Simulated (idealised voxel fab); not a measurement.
Process module name: voxel gate over fins
This is section cut - it's 275 nm across, gridded in 5 nm square cells.
Cross-section = grid of square cells, listed top down in bands; band = one or more rows.
First you get the band's top height and its bottom height, in nm, and then the materials it's made of, left to right, with each width in nm. If you see a single material with "edge to edge", that one covers the band edge to edge. "air" is empty space.
Height datum 0, below which the as-received substrate wafer is one material. Lowest band open at the bottom, running downward: "0 and below".
A width given as "30..40" starts at the first number in the band's top row and ends at the second number in its bottom row, shifting by an equal amount at every step from row to row.
Any step labelled "identical to before" changed none of the cells in the cross-section.
Voids not open to the top, 8 cells minimum: see "Enclosed void list". Written width x height at distance; distance is from the left edge; nm.
Past the settings on a step's line: simulator remark, on that step.
You can add "overlay nm" to a step's line. For a step with a mask, it describes how far the mask lay to the right of its planned position, and a negative number describes a lay to the left.
HERE'S WHAT THE PLANNED PROCESS STEPS LOOK LIKE
1 RECEIVE, material Si
2 CONFORMAL_DEP, material SiN, thk nm 10
3 MASKED_ETCH, tone cover, mask id FINS, width nm 15, pitch nm 40, etch materials SiN, depth nm 10, overlay nm 0
4 MASKED_ETCH, tone cover, mask id FINS, width nm 15, pitch nm 40, etch materials Si, depth nm 35, overlay nm 0
5 FILL_DEP, material SiO2, thk nm 15
6 CMP, height nm 10
7 SELECTIVE_ETCH, etch materials SiO2, depth nm 25
8 STRIP, etch materials SiN
9 CONFORMAL_DEP, material HfO2, thk nm 5
10 CONFORMAL_DEP, material TiN, thk nm 5
11 FILL_DEP, material W, thk nm 10
12 CMP, height nm 15
13 CONFORMAL_DEP, material SiN, thk nm 10
FIRST WAFER OF TWO (RUN AS PLANNED)
THIS IS THE CROSS-SECTION OF THE WAFER AS WE RECEIVED IT, I.E. AFTER STEP 1
> 0 and below = Si edge to edge
> Enclosed void list: none
THE FOLLOWING CROSS-SECTION DEPICTS THE WAFER UPON COMPLETION OF STEP 2
> 10 down to 0 = SiN edge to edge
> Under the height 0 nothing was changed.
THE FOLLOWING CROSS-SECTION DEPICTS THE WAFER UPON COMPLETION OF STEP 3
> 10 down to 0 = 110 of air, then 15 of SiN, then 25 of air, then 15 of SiN, then 110 of air
> Under the height 0 nothing was changed.
THE FOLLOWING CROSS-SECTION DEPICTS THE WAFER UPON COMPLETION OF STEP 4
> 10 down to 0 = 110 of air, then 15 of SiN, then 25 of air, then 15 of SiN, then 110 of air
> 0 down to -35 = 110 of air, then 15 of Si, then 25 of air, then 15 of Si, then 110 of air
> Under the height -35 nothing was changed.
THE FOLLOWING CROSS-SECTION DEPICTS THE WAFER UPON COMPLETION OF STEP 5
> 25 down to 10 = SiO2 edge to edge
> 10 down to 0 = 110 of SiO2, then 15 of SiN, then 25 of SiO2, then 15 of SiN, then 110 of SiO2
> 0 down to -35 = 110 of SiO2, then 15 of Si, then 25 of SiO2, then 15 of Si, then 110 of SiO2
> Under the height -35 nothing was changed.
THE FOLLOWING CROSS-SECTION DEPICTS THE WAFER UPON COMPLETION OF STEP 6
> 10 down to 0 = 110 of SiO2, then 15 of SiN, then 25 of SiO2, then 15 of SiN, then 110 of SiO2
> Under the height 0 nothing was changed.
THE FOLLOWING CROSS-SECTION DEPICTS THE WAFER UPON COMPLETION OF STEP 7
> 10 down to 0 = 110 of air, then 15 of SiN, then 25 of air, then 15 of SiN, then 110 of air
> 0 down to -15 = 110 of air, then 15 of Si, then 25 of air, then 15 of Si, then 110 of air
> Under the height -15 nothing was changed.
THE FOLLOWING CROSS-SECTION DEPICTS THE WAFER UPON COMPLETION OF STEP 8
> 0 down to -15 = 110 of air, then 15 of Si, then 25 of air, then 15 of Si, then 110 of air
> Under the height -15 nothing was changed.
THE FOLLOWING CROSS-SECTION DEPICTS THE WAFER UPON COMPLETION OF STEP 9
> 5 down to 0 = 105 of air, then 25 of HfO2, then 15 of air, then 25 of HfO2, then 105 of air
> 0 down to -10 = 105 of air, then 5 of HfO2, then 15 of Si, then 5 of HfO2, then 15 of air, then 5 of HfO2, then 15 of Si, then 5 of HfO2, then 105 of air
> -10 down to -15 = 110 of HfO2, then 15 of Si, then 25 of HfO2, then 15 of Si, then 110 of HfO2
> Under the height -15 nothing was changed.
THE FOLLOWING CROSS-SECTION DEPICTS THE WAFER UPON COMPLETION OF STEP 10
> 10 down to 5 = 100 of air, then 35 of TiN, then 5 of air, then 35 of TiN, then 100 of air
> 5 down to 0 = 100 of air, then 5 of TiN, then 25 of HfO2, then 5 of TiN, then 5 of air, then 5 of TiN, then 25 of HfO2, then 5 of TiN, then 100 of air
> 0 down to -5 = 100 of air, then 5 of TiN, then 5 of HfO2, then 15 of Si, then 5 of HfO2, then 5 of TiN, then 5 of air, then 5 of TiN, then 5 of HfO2, then 15 of Si, then 5 of HfO2, then 5 of TiN, then 100 of air
> -5 down to -10 = 105 of TiN, then 5 of HfO2, then 15 of Si, then 5 of HfO2, then 15 of TiN, then 5 of HfO2, then 15 of Si, then 5 of HfO2, then 105 of TiN
> Under the height -10 nothing was changed.
THE FOLLOWING CROSS-SECTION DEPICTS THE WAFER UPON COMPLETION OF STEP 11
> 20 down to 10 = W edge to edge
> 10 down to 5 = 100 of W, then 35 of TiN, then 5 of W, then 35 of TiN, then 100 of W
> 5 down to 0 = 100 of W, then 5 of TiN, then 25 of HfO2, then 5 of TiN, then 5 of W, then 5 of TiN, then 25 of HfO2, then 5 of TiN, then 100 of W
> 0 down to -5 = 100 of W, then 5 of TiN, then 5 of HfO2, then 15 of Si, then 5 of HfO2, then 5 of TiN, then 5 of W, then 5 of TiN, then 5 of HfO2, then 15 of Si, then 5 of HfO2, then 5 of TiN, then 100 of W
> Under the height -5 nothing was changed.
THE FOLLOWING CROSS-SECTION DEPICTS THE WAFER UPON COMPLETION OF STEP 12
> 15 down to 10 = W edge to edge
> Under the height 10 nothing was changed.
THE FOLLOWING CROSS-SECTION DEPICTS THE WAFER UPON COMPLETION OF STEP 13
> 25 down to 15 = SiN edge to edge
> Under the height 15 nothing was changed.
SECOND WAFER: LIKE START, LIKE PLAN, ONE MISTAKE. THROUGH STEP 3 IT MATCHES THE FIRST WAFER
CROSS-SECTION OF THE SECOND WAFER CORRESPONDING TO THE PLANNED CONCLUSION OF STEP 4
> 10 down to 0 = 110 of air, then 15 of SiN, then 25 of air, then 15 of SiN, then 110 of air
> 0 down to -70 = 110 of air, then 15 of Si, then 25 of air, then 15 of Si, then 110 of air
> Under the height -70 nothing was changed.
CROSS-SECTION OF THE SECOND WAFER CORRESPONDING TO THE PLANNED CONCLUSION OF STEP 5
> 25 down to 10 = SiO2 edge to edge
> 10 down to 0 = 110 of SiO2, then 15 of SiN, then 25 of SiO2, then 15 of SiN, then 110 of SiO2
> 0 down to -70 = 110 of SiO2, then 15 of Si, then 25 of SiO2, then 15 of Si, then 110 of SiO2
> Under the height -70 nothing was changed.
CROSS-SECTION OF THE SECOND WAFER CORRESPONDING TO THE PLANNED CONCLUSION OF STEP 6
> 10 down to 0 = 110 of SiO2, then 15 of SiN, then 25 of SiO2, then 15 of SiN, then 110 of SiO2
> Under the height 0 nothing was changed.
CROSS-SECTION OF THE SECOND WAFER CORRESPONDING TO THE PLANNED CONCLUSION OF STEP 7
> 10 down to 0 = 110 of air, then 15 of SiN, then 25 of air, then 15 of SiN, then 110 of air
> 0 down to -15 = 110 of air, then 15 of Si, then 25 of air, then 15 of Si, then 110 of air
> Under the height -15 nothing was changed.
CROSS-SECTION OF THE SECOND WAFER CORRESPONDING TO THE PLANNED CONCLUSION OF STEP 8
> 0 down to -15 = 110 of air, then 15 of Si, then 25 of air, then 15 of Si, then 110 of air
> Under the height -15 nothing was changed.
CROSS-SECTION OF THE SECOND WAFER CORRESPONDING TO THE PLANNED CONCLUSION OF STEP 9
> 5 down to 0 = 105 of air, then 25 of HfO2, then 15 of air, then 25 of HfO2, then 105 of air
> 0 down to -10 = 105 of air, then 5 of HfO2, then 15 of Si, then 5 of HfO2, then 15 of air, then 5 of HfO2, then 15 of Si, then 5 of HfO2, then 105 of air
> -10 down to -15 = 110 of HfO2, then 15 of Si, then 25 of HfO2, then 15 of Si, then 110 of HfO2
> Under the height -15 nothing was changed.
CROSS-SECTION OF THE SECOND WAFER CORRESPONDING TO THE PLANNED CONCLUSION OF STEP 10
> 10 down to 5 = 100 of air, then 35 of TiN, then 5 of air, then 35 of TiN, then 100 of air
> 5 down to 0 = 100 of air, then 5 of TiN, then 25 of HfO2, then 5 of TiN, then 5 of air, then 5 of TiN, then 25 of HfO2, then 5 of TiN, then 100 of air
> 0 down to -5 = 100 of air, then 5 of TiN, then 5 of HfO2, then 15 of Si, then 5 of HfO2, then 5 of TiN, then 5 of air, then 5 of TiN, then 5 of HfO2, then 15 of Si, then 5 of HfO2, then 5 of TiN, then 100 of air
> -5 down to -10 = 105 of TiN, then 5 of HfO2, then 15 of Si, then 5 of HfO2, then 15 of TiN, then 5 of HfO2, then 15 of Si, then 5 of HfO2, then 105 of TiN
> Under the height -10 nothing was changed.
CROSS-SECTION OF THE SECOND WAFER CORRESPONDING TO THE PLANNED CONCLUSION OF STEP 11
> 20 down to 10 = W edge to edge
> 10 down to 5 = 100 of W, then 35 of TiN, then 5 of W, then 35 of TiN, then 100 of W
> 5 down to 0 = 100 of W, then 5 of TiN, then 25 of HfO2, then 5 of TiN, then 5 of W, then 5 of TiN, then 25 of HfO2, then 5 of TiN, then 100 of W
> 0 down to -5 = 100 of W, then 5 of TiN, then 5 of HfO2, then 15 of Si, then 5 of HfO2, then 5 of TiN, then 5 of W, then 5 of TiN, then 5 of HfO2, then 15 of Si, then 5 of HfO2, then 5 of TiN, then 100 of W
> Under the height -5 nothing was changed.
CROSS-SECTION OF THE SECOND WAFER CORRESPONDING TO THE PLANNED CONCLUSION OF STEP 12
> 15 down to 10 = W edge to edge
> Under the height 10 nothing was changed.
CROSS-SECTION OF THE SECOND WAFER CORRESPONDING TO THE PLANNED CONCLUSION OF STEP 13
> 25 down to 15 = SiN edge to edge
> Under the height 15 nothing was changed.
Deviation from plan: twice over, step 4 of the plan was run
Count the cells at the end and the second wafer has more or fewer of some materials than the first: Si -343; SiO2 +343
